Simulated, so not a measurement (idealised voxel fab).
Documented hereafter: the process module known as voxel capacitor over wiring.
Section cut is 215 nm wide and gridded with 5 nm square cells.
Square cells in a grid make up a cross-section in this document, and the grid is given as bands, listed from the top down, each one or more rows of cells.
Band entry format. Leading values: height of top, height of bottom, nm. Remainder: materials in left-to-right order, each with its width in nm. Special words: "throughout" on a single material, which then fills the band edge to edge; "empty", empty space.
Beneath 0, the wafer as received is one material, and that level is where height counting begins. The lowest band goes on downward without a bottom; it is written like "0 -> down".
The notation "30..40" denotes a width that varies across the rows of cells in the band, beginning at the first number in the top row, finishing at the second number in the bottom row, and changing by an identical amount from each row to the next.
"no change occurred" -> step changed no cross-section cell.
The list in "Sealed voids" covers empty spaces of 8 cells or more that cannot reach the top through any open way, and it gives each as width x height at distance; the distance is from the left edge, and width, height and distance are in nm.
On each step's line, the part that comes after the settings is the simulator's own comment on the step.
overlay nm, on a step with a mask: how far to the right of its planned place the mask lay; to the left if negative
This section lists the process steps that were planned:
- 1: RECEIVE,material Si
- 2: CONFORMAL_DEP,material SiO2,thk nm 15
- 3: CONFORMAL_DEP,material SiCN,thk nm 5
- 4: DIRECTIONAL_DEP,material SiO2,thk nm 20
- 5: MASKED_ETCH,tone open,mask id METAL_1,width nm 30,pitch nm 80,etch materials SiO2,depth nm 20,overlay nm 0
- 6: MASKED_ETCH,tone open,mask id METAL_1,width nm 30,pitch nm 80,etch materials SiCN,depth nm 5,overlay nm 0
- 7: CONFORMAL_DEP,material TiN,thk nm 5
- 8: FILL_DEP,material Cu,thk nm 10
- 9: CMP,height nm 40
- 10: CONFORMAL_DEP,material SiCN,thk nm 5
- 11: DIRECTIONAL_DEP,material lowk,thk nm 15
- 12: MASKED_ETCH,tone open,mask id PLUG_1,width nm 15,etch materials lowk,depth nm 15,overlay nm 0
- 13: MASKED_ETCH,tone open,mask id PLUG_1,width nm 15,etch materials SiCN,depth nm 5,overlay nm 0
- 14: CONFORMAL_DEP,material TiN,thk nm 5
- 15: FILL_DEP,material W,thk nm 10
- 16: CMP,height nm 60
- 17: DIRECTIONAL_DEP,material TiN,thk nm 10
- 18: DIRECTIONAL_DEP,material HfO2,thk nm 5
- 19: DIRECTIONAL_DEP,material TiN,thk nm 5
- 20: MASKED_ETCH,tone cover,mask id UPPER_PLATE,width nm 55,etch materials TiN,depth nm 5,overlay nm 0
- 21: MASKED_ETCH,tone cover,mask id UPPER_PLATE,width nm 55,etch materials HfO2,depth nm 5,overlay nm 0
- 22: MASKED_ETCH,tone cover,mask id LOWER_PLATE,width nm 65,etch materials TiN,depth nm 10,overlay nm 0
- 23: FILL_DEP,material SiO2,thk nm 20
- 24: CMP,height nm 95
- 25: MASKED_ETCH,tone open,mask id PLUG_2,width nm 15,etch materials SiO2,depth nm 15,overlay nm 0
- 26: CONFORMAL_DEP,material TiN,thk nm 5
- 27: FILL_DEP,material Cu,thk nm 10
- 28: CMP,height nm 95
- 29: CONFORMAL_DEP,material SiCN,thk nm 5
Wafer at receipt (post step 1), cross-section:
  0 -> down = Si throughout
  Sealed voids: none
Wafer cross-section at module end: first of two, run to plan:
  100 -> 95 = SiCN throughout
  95 -> 85 = SiO2 (75), TiN (5), Cu (5), TiN (5), SiO2 (125)
  85 -> 75 = SiO2 (75..65), TiN (15..55), SiO2 (125..95)
  75 -> 70 = SiO2 (65), HfO2 (55), SiO2 (95)
  70 -> 60 = SiO2 (60), TiN (65), SiO2 (90)
  60 -> 45 = lowk (65), TiN (5), W (5), TiN (5), lowk (135)
  45 -> 40 = SiCN (65), TiN (15), SiCN (135)
  40 -> 20 = SiO2 (50), TiN (5), Cu (20), TiN (5), SiO2 (50), TiN (5), Cu (20), TiN (5), SiO2 (55)
  20 -> 15 = SiCN (50), TiN (30), SiCN (50), TiN (30), SiCN (55)
  15 -> 0 = SiO2 throughout
  0 -> down = Si throughout
  Sealed voids: none
Cross-section of the latter of the two wafers at module completion. It had an identical start and an identical plan to the former; in running it, one mistake was made:
  100 -> 95 = SiCN throughout
  95 -> 85 = SiO2 (75), TiN (5), Cu (5), TiN (5), SiO2 (125)
  85 -> 80 = SiO2 (75), TiN (15), SiO2 (125)
  80 -> 75 = SiO2 throughout
  75 -> 70 = SiO2 (65), TiN (55), SiO2 (95)
  70 -> 60 = SiO2 (60), TiN (65), SiO2 (90)
  60 -> 45 = lowk (65), TiN (5), W (5), TiN (5), lowk (135)
  45 -> 40 = SiCN (65), TiN (15), SiCN (135)
  40 -> 20 = SiO2 (50), TiN (5), Cu (20), TiN (5), SiO2 (50), TiN (5), Cu (20), TiN (5), SiO2 (55)
  20 -> 15 = SiCN (50), TiN (30), SiCN (50), TiN (30), SiCN (55)
  15 -> 0 = SiO2 throughout
  0 -> down = Si throughout
  Sealed voids: none
What was done differently from what was planned? step 18 of the plan was omitted and not executed
Wrapping up, a cell-based count of both wafers puts the second over or under the first for these materials: HfO2 -11, SiO2 +11
